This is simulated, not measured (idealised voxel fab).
process module | voxel gate over fins
cross-section cut | 295 nm wide | cells 5 nm
A cross-section is a grid of square cells, given in bands from the top down. A band is one or more rows of cells.
Each band's line starts with the height of the band's top and of its bottom, in nm. Then come its materials from left to right, each with its width in nm. One material with "throughout" fills the band from edge to edge. "air" is empty space.
Height 0 is the level under which the wafer as received is all one material. The lowest band goes on downwards, as in "0 down".
A width such as "30 to 40" changes by the same amount from each row of cells to the next, from the band's top row to its bottom row.
"no change" after a step means that no cell of the cross-section changed.
closed voids: empty space of 8 cells or more with no open way to the top, each as width x height at its distance from the left edge, in nm
after a step's settings: what the simulator itself notes on the step
overlay nm, on a step with a mask: how far to the right of its planned place the mask lay; to the left if negative
plan
1 op RECEIVE | material Si
2 op CONFORMAL_DEP | material SiN | thk nm 10
3 op MASKED_ETCH | tone cover | mask id FINS | width nm 15 | pitch nm 55 | etch materials SiN | depth nm 10 | overlay nm 0
4 op MASKED_ETCH | tone cover | mask id FINS | width nm 15 | pitch nm 55 | etch materials Si | depth nm 30 | overlay nm 0
5 op OXIDIZE | depth nm 5
6 op FILL_DEP | material SiO2 | thk nm 5
7 op CMP | height nm 10
8 op MASKED_ETCH | tone open | mask id RAIL | width nm 15 | etch materials SiO2 | depth nm 35 | overlay nm 0
9 op CONFORMAL_DEP | material TiN | thk nm 5
10 op FILL_DEP | material W | thk nm 10
11 op CMP | height nm 10
12 op SELECTIVE_ETCH | etch materials W Ru TiN | depth nm 30
13 op FILL_DEP | material SiO2 | thk nm 5
14 op CMP | height nm 10
15 op SELECTIVE_ETCH | etch materials SiO2 | depth nm 25
16 op STRIP | etch materials SiN
17 op CONFORMAL_DEP | material HfO2 | thk nm 5
18 op CONFORMAL_DEP | material TiN | thk nm 5
19 op FILL_DEP | material W | thk nm 10
20 op CMP | height nm 15
21 op CONFORMAL_DEP | material SiN | thk nm 5
as received, after step 1
  0 down: Si throughout
  closed voids: none
first wafer at the end, as planned
  20 to 15: SiN throughout
  15 to 10: W throughout
  10 to 5: W 105 | TiN 25 | W 30 | TiN 25 | W 110
  5 to 0: W 105 | TiN 5 | HfO2 15 | TiN 5 | W 30 | TiN 5 | HfO2 15 | TiN 5 | W 110
  0 to -5: W 105 | TiN 5 | HfO2 5 | Si 5 | HfO2 5 | TiN 5 | W 30 | TiN 5 | HfO2 5 | Si 5 | HfO2 5 | TiN 5 | W 110
  -5 to -10: TiN 110 | HfO2 5 | Si 5 | HfO2 5 | TiN 40 | HfO2 5 | Si 5 | HfO2 5 | TiN 115
  -10 to -15: HfO2 115 | Si 5 | HfO2 50 | Si 5 | HfO2 120
  -15 to -20: SiO2 115 | Si 5 | SiO2 50 | Si 5 | SiO2 120
  -20 to -25: SiO2 115 | Si 5 | SiO2 15 | TiN 15 | SiO2 20 | Si 5 | SiO2 120
  -25 to -35: SiO2 115 | Si 5 | SiO2 50 | Si 5 | SiO2 120
  -35 down: Si throughout
  closed voids: none
second wafer at the end: like start, like plan, one mistake
  20 to 15: SiN throughout
  15 to 10: W throughout
  10 to 5: W 105 | TiN 25 | W 30 | TiN 25 | W 110
  5 to 0: W 105 | TiN 5 | HfO2 15 | TiN 40 | HfO2 15 | TiN 5 | W 110
  0 to -5: W 105 | TiN 5 | HfO2 5 | Si 5 | HfO2 5 | TiN 5 | HfO2 25 | TiN 10 | HfO2 5 | Si 5 | HfO2 5 | TiN 5 | W 110
  -5 to -10: TiN 110 | HfO2 5 | Si 5 | HfO2 5 | TiN 5 | HfO2 5 | TiN 5 | W 5 | TiN 5 | HfO2 5 | TiN 10 | HfO2 5 | Si 5 | HfO2 5 | TiN 115
  -10 to -15: HfO2 115 | Si 5 | HfO2 15 | TiN 5 | W 5 | TiN 5 | HfO2 20 | Si 5 | HfO2 120
  -15 to -20: SiO2 115 | Si 5 | SiO2 15 | TiN 5 | W 5 | TiN 5 | SiO2 20 | Si 5 | SiO2 120
  -20 to -25: SiO2 115 | Si 5 | SiO2 15 | TiN 15 | SiO2 20 | Si 5 | SiO2 120
  -25 to -35: SiO2 115 | Si 5 | SiO2 50 | Si 5 | SiO2 120
  -35 down: Si throughout
  closed voids: none
what went wrong: step 11 was left out
at the end the second wafer has, in cells: 4 more of HfO2 | 3 fewer of SiO2 | 8 more of TiN | 9 fewer of W
